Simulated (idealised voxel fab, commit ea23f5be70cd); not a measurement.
process module | voxel capacitor over wiring
cross-section cut | 280 nm wide | cells 5 nm
A cross-section is a grid of square cells, given in bands from the top down. A band is one or more rows of cells.
Each band's line starts with the height of the band's top and of its bottom, in nm. Then come its materials from left to right, each with its width in nm. One material with "throughout" fills the band from edge to edge. "air" is empty space.
Height 0 is the level under which the wafer as received is all one material. The lowest band goes on downwards, as in "0 down".
A width such as "30 to 40" changes by the same amount from each row of cells to the next, from the band's top row to its bottom row.
"no change" after a step means that no cell of the cross-section changed.
closed voids: empty space of 8 cells or more with no open way to the top, each as width x height at its distance from the left edge, in nm
after a step's settings: what the simulator itself notes on the step
overlay nm, on a step with a mask: how far to the right of its planned place the mask lay; to the left if negative
plan
1 op RECEIVE | material Si
2 op CONFORMAL_DEP | material SiO2 | thk nm 10
3 op CONFORMAL_DEP | material SiCN | thk nm 5
4 op DIRECTIONAL_DEP | material lowk | thk nm 25
5 op PATTERN | tone open | mask id METAL_1 | material resist | width nm 25 | pitch nm 90 | thk nm 15 | overlay nm 0
6 op DIRECTIONAL_ETCH | etch materials lowk | depth nm 25
7 op DIRECTIONAL_ETCH | etch materials SiCN | depth nm 5
8 op STRIP | etch materials resist
9 op CONFORMAL_DEP | material TiN | thk nm 5
10 op FILL_DEP | material Cu | thk nm 10
11 op CMP | height nm 40
12 op CONFORMAL_DEP | material SiCN | thk nm 5
13 op DIRECTIONAL_DEP | material SiO2 | thk nm 15
14 op DIRECTIONAL_DEP | material aC | thk nm 10
15 op PATTERN | tone open | mask id PLUG_1 | material resist | width nm 15 | thk nm 30 | overlay nm 0
16 op DIRECTIONAL_ETCH | etch materials aC | depth nm 10
17 op STRIP | etch materials resist
18 op DIRECTIONAL_ETCH | etch materials SiO2 | depth nm 15
19 op DIRECTIONAL_ETCH | etch materials SiCN | depth nm 5
20 op STRIP | etch materials aC
21 op EPI | material Ru | thk nm 10
22 op EPI | material Ru | thk nm 10
23 op DIRECTIONAL_DEP | material TiN | thk nm 10
24 op DIRECTIONAL_DEP | material HfO2 | thk nm 5
25 op DIRECTIONAL_DEP | material TiN | thk nm 10
26 op MASKED_ETCH | tone cover | mask id UPPER_PLATE | width nm 70 | etch materials TiN | depth nm 10 | overlay nm 0
27 op MASKED_ETCH | tone cover | mask id UPPER_PLATE | width nm 70 | etch materials HfO2 | depth nm 5 | overlay nm 0
28 op MASKED_ETCH | tone cover | mask id LOWER_PLATE | width nm 80 | etch materials TiN | depth nm 10 | overlay nm 0
29 op FILL_DEP | material SiO2 | thk nm 20
30 op CMP | height nm 100
31 op PATTERN | tone open | mask id PLUG_2 | material resist | width nm 15 | thk nm 20 | overlay nm 0
32 op DIRECTIONAL_ETCH | etch materials SiO2 | depth nm 15
33 op STRIP | etch materials resist
34 op CONFORMAL_DEP | material TiN | thk nm 5
35 op FILL_DEP | material Ru | thk nm 5
36 op CMP | height nm 100
37 op CONFORMAL_DEP | material SiN | thk nm 5
first wafer, as planned
as received, after step 1
  0 down: Si throughout
  closed voids: none
after step 2
  10 to 0: SiO2 throughout
  below 0: unchanged
after step 3
  15 to 10: SiCN throughout
  below 10: unchanged
after step 4
  40 to 15: lowk throughout
  below 15: unchanged
after step 5
  55 to 40: resist 80 | air 25 | resist 65 | air 25 | resist 85
  below 40: unchanged
after step 6
  55 to 40: resist 80 | air 25 | resist 65 | air 25 | resist 85
  40 to 15: lowk 80 | air 25 | lowk 65 | air 25 | lowk 85
  below 15: unchanged
after step 7
  55 to 40: resist 80 | air 25 | resist 65 | air 25 | resist 85
  40 to 15: lowk 80 | air 25 | lowk 65 | air 25 | lowk 85
  15 to 10: SiCN 80 | air 25 | SiCN 65 | air 25 | SiCN 85
  below 10: unchanged
after step 8
  40 to 15: lowk 80 | air 25 | lowk 65 | air 25 | lowk 85
  below 15: unchanged
after step 9
  45 to 40: TiN 85 | air 15 | TiN 75 | air 15 | TiN 90
  40 to 15: lowk 80 | TiN 5 | air 15 | TiN 5 | lowk 65 | TiN 5 | air 15 | TiN 5 | lowk 85
  15 to 10: SiCN 80 | TiN 25 | SiCN 65 | TiN 25 | SiCN 85
  below 10: unchanged
after step 10
  55 to 45: Cu throughout
  45 to 40: TiN 85 | Cu 15 | TiN 75 | Cu 15 | TiN 90
  40 to 15: lowk 80 | TiN 5 | Cu 15 | TiN 5 | lowk 65 | TiN 5 | Cu 15 | TiN 5 | lowk 85
  below 15: unchanged
after step 11
  40 to 15: lowk 80 | TiN 5 | Cu 15 | TiN 5 | lowk 65 | TiN 5 | Cu 15 | TiN 5 | lowk 85
  below 15: unchanged
after step 12
  45 to 40: SiCN throughout
  below 40: unchanged
after step 13
  60 to 45: SiO2 throughout
  below 45: unchanged
after step 14
  70 to 60: aC throughout
  below 60: unchanged
after step 15
  100 to 70: resist 90 | air 15 | resist 175
  below 70: unchanged
after step 16
  90 to 70: resist 90 | air 15 | resist 175
  70 to 60: aC 90 | air 15 | aC 175
  below 60: unchanged
after step 17
  70 to 60: aC 90 | air 15 | aC 175
  below 60: unchanged
after step 18
  70 to 60: aC 90 | air 15 | aC 175
  60 to 45: SiO2 90 | air 15 | SiO2 175
  below 45: unchanged
after step 19
  70 to 60: aC 90 | air 15 | aC 175
  60 to 45: SiO2 90 | air 15 | SiO2 175
  45 to 40: SiCN 90 | air 15 | SiCN 175
  below 40: unchanged
after step 20
  60 to 45: SiO2 90 | air 15 | SiO2 175
  below 45: unchanged
after step 21
  60 to 50: SiO2 90 | air 15 | SiO2 175
  50 to 45: SiO2 90 | Ru 15 | SiO2 175
  45 to 40: SiCN 90 | Ru 15 | SiCN 175
  below 40: unchanged
after step 22
  60 to 45: SiO2 90 | Ru 15 | SiO2 175
  below 45: unchanged
after step 23
  70 to 60: TiN throughout
  below 60: unchanged
after step 24
  75 to 70: HfO2 throughout
  below 70: unchanged
after step 25
  85 to 75: TiN throughout
  below 75: unchanged
after step 26
  85 to 75: air 90 | TiN 70 | air 120
  below 75: unchanged
after step 27
  85 to 75: air 90 | TiN 70 | air 120
  75 to 70: air 90 | HfO2 70 | air 120
  below 70: unchanged
after step 28
  85 to 75: air 90 | TiN 70 | air 120
  75 to 70: air 90 | HfO2 70 | air 120
  70 to 60: air 85 | TiN 80 | air 115
  below 60: unchanged
after step 29
  105 to 85: SiO2 throughout
  85 to 75: SiO2 90 | TiN 70 | SiO2 120
  75 to 70: SiO2 90 | HfO2 70 | SiO2 120
  70 to 60: SiO2 85 | TiN 80 | SiO2 115
  below 60: unchanged
after step 30
  100 to 85: SiO2 throughout
  below 85: unchanged
after step 31
  120 to 100: resist 100 | air 15 | resist 165
  below 100: unchanged
after step 32
  120 to 100: resist 100 | air 15 | resist 165
  100 to 85: SiO2 100 | air 15 | SiO2 165
  below 85: unchanged
after step 33
  100 to 85: SiO2 100 | air 15 | SiO2 165
  below 85: unchanged
after step 34
  105 to 100: TiN 105 | air 5 | TiN 170
  100 to 90: SiO2 100 | TiN 5 | air 5 | TiN 5 | SiO2 165
  90 to 85: SiO2 100 | TiN 15 | SiO2 165
  below 85: unchanged
after step 35
  110 to 105: Ru throughout
  105 to 100: TiN 105 | Ru 5 | TiN 170
  100 to 90: SiO2 100 | TiN 5 | Ru 5 | TiN 5 | SiO2 165
  below 90: unchanged
after step 36
  100 to 90: SiO2 100 | TiN 5 | Ru 5 | TiN 5 | SiO2 165
  below 90: unchanged
after step 37
  105 to 100: SiN throughout
  below 100: unchanged
second wafer: like start, like plan, one mistake. Through step 4 it matches the first wafer
when step 5 should have ended
  55 to 40: resist 80 | air 30 | resist 60 | air 30 | resist 80
  below 40: unchanged
when step 6 should have ended
  55 to 40: resist 80 | air 30 | resist 60 | air 30 | resist 80
  40 to 15: lowk 80 | air 30 | lowk 60 | air 30 | lowk 80
  below 15: unchanged
when step 7 should have ended
  55 to 40: resist 80 | air 30 | resist 60 | air 30 | resist 80
  40 to 15: lowk 80 | air 30 | lowk 60 | air 30 | lowk 80
  15 to 10: SiCN 80 | air 30 | SiCN 60 | air 30 | SiCN 80
  below 10: unchanged
when step 8 should have ended
  40 to 15: lowk 80 | air 30 | lowk 60 | air 30 | lowk 80
  below 15: unchanged
when step 9 should have ended
  45 to 40: TiN 85 | air 20 | TiN 70 | air 20 | TiN 85
  40 to 15: lowk 80 | TiN 5 | air 20 | TiN 5 | lowk 60 | TiN 5 | air 20 | TiN 5 | lowk 80
  15 to 10: SiCN 80 | TiN 30 | SiCN 60 | TiN 30 | SiCN 80
  below 10: unchanged
when step 10 should have ended
  55 to 45: Cu throughout
  45 to 40: TiN 85 | Cu 20 | TiN 70 | Cu 20 | TiN 85
  40 to 15: lowk 80 | TiN 5 | Cu 20 | TiN 5 | lowk 60 | TiN 5 | Cu 20 | TiN 5 | lowk 80
  below 15: unchanged
when step 11 should have ended
  40 to 15: lowk 80 | TiN 5 | Cu 20 | TiN 5 | lowk 60 | TiN 5 | Cu 20 | TiN 5 | lowk 80
  below 15: unchanged
when step 12 should have ended
  45 to 40: SiCN throughout
  below 40: unchanged
when step 13 should have ended
  60 to 45: SiO2 throughout
  below 45: unchanged
when step 14 should have ended
  70 to 60: aC throughout
  below 60: unchanged
when step 15 should have ended
  100 to 70: resist 90 | air 15 | resist 175
  below 70: unchanged
when step 16 should have ended
  90 to 70: resist 90 | air 15 | resist 175
  70 to 60: aC 90 | air 15 | aC 175
  below 60: unchanged
when step 17 should have ended
  70 to 60: aC 90 | air 15 | aC 175
  below 60: unchanged
when step 18 should have ended
  70 to 60: aC 90 | air 15 | aC 175
  60 to 45: SiO2 90 | air 15 | SiO2 175
  below 45: unchanged
when step 19 should have ended
  70 to 60: aC 90 | air 15 | aC 175
  60 to 45: SiO2 90 | air 15 | SiO2 175
  45 to 40: SiCN 90 | air 15 | SiCN 175
  below 40: unchanged
when step 20 should have ended
  60 to 45: SiO2 90 | air 15 | SiO2 175
  below 45: unchanged
when step 21 should have ended
  60 to 50: SiO2 90 | air 15 | SiO2 175
  50 to 45: SiO2 90 | Ru 15 | SiO2 175
  45 to 40: SiCN 90 | Ru 15 | SiCN 175
  below 40: unchanged
when step 22 should have ended
  60 to 45: SiO2 90 | Ru 15 | SiO2 175
  below 45: unchanged
when step 23 should have ended
  70 to 60: TiN throughout
  below 60: unchanged
when step 24 should have ended
  75 to 70: HfO2 throughout
  below 70: unchanged
when step 25 should have ended
  85 to 75: TiN throughout
  below 75: unchanged
when step 26 should have ended
  85 to 75: air 90 | TiN 70 | air 120
  below 75: unchanged
when step 27 should have ended
  85 to 75: air 90 | TiN 70 | air 120
  75 to 70: air 90 | HfO2 70 | air 120
  below 70: unchanged
when step 28 should have ended
  85 to 75: air 90 | TiN 70 | air 120
  75 to 70: air 90 | HfO2 70 | air 120
  70 to 60: air 85 | TiN 80 | air 115
  below 60: unchanged
when step 29 should have ended
  105 to 85: SiO2 throughout
  85 to 75: SiO2 90 | TiN 70 | SiO2 120
  75 to 70: SiO2 90 | HfO2 70 | SiO2 120
  70 to 60: SiO2 85 | TiN 80 | SiO2 115
  below 60: unchanged
when step 30 should have ended
  100 to 85: SiO2 throughout
  below 85: unchanged
when step 31 should have ended
  120 to 100: resist 100 | air 15 | resist 165
  below 100: unchanged
when step 32 should have ended
  120 to 100: resist 100 | air 15 | resist 165
  100 to 85: SiO2 100 | air 15 | SiO2 165
  below 85: unchanged
when step 33 should have ended
  100 to 85: SiO2 100 | air 15 | SiO2 165
  below 85: unchanged
when step 34 should have ended
  105 to 100: TiN 105 | air 5 | TiN 170
  100 to 90: SiO2 100 | TiN 5 | air 5 | TiN 5 | SiO2 165
  90 to 85: SiO2 100 | TiN 15 | SiO2 165
  below 85: unchanged
when step 35 should have ended
  110 to 105: Ru throughout
  105 to 100: TiN 105 | Ru 5 | TiN 170
  100 to 90: SiO2 100 | TiN 5 | Ru 5 | TiN 5 | SiO2 165
  below 90: unchanged
when step 36 should have ended
  100 to 90: SiO2 100 | TiN 5 | Ru 5 | TiN 5 | SiO2 165
  below 90: unchanged
when step 37 should have ended
  105 to 100: SiN throughout
  below 100: unchanged
what went wrong: step 5 ran as: op PATTERN | tone open | mask id METAL_1 | material resist | width nm 30 | pitch nm 90 | thk nm 15 | overlay nm 0
at the end the second wafer has, in cells: 10 more of Cu | 2 fewer of SiCN | 2 more of TiN | 10 fewer of lowk
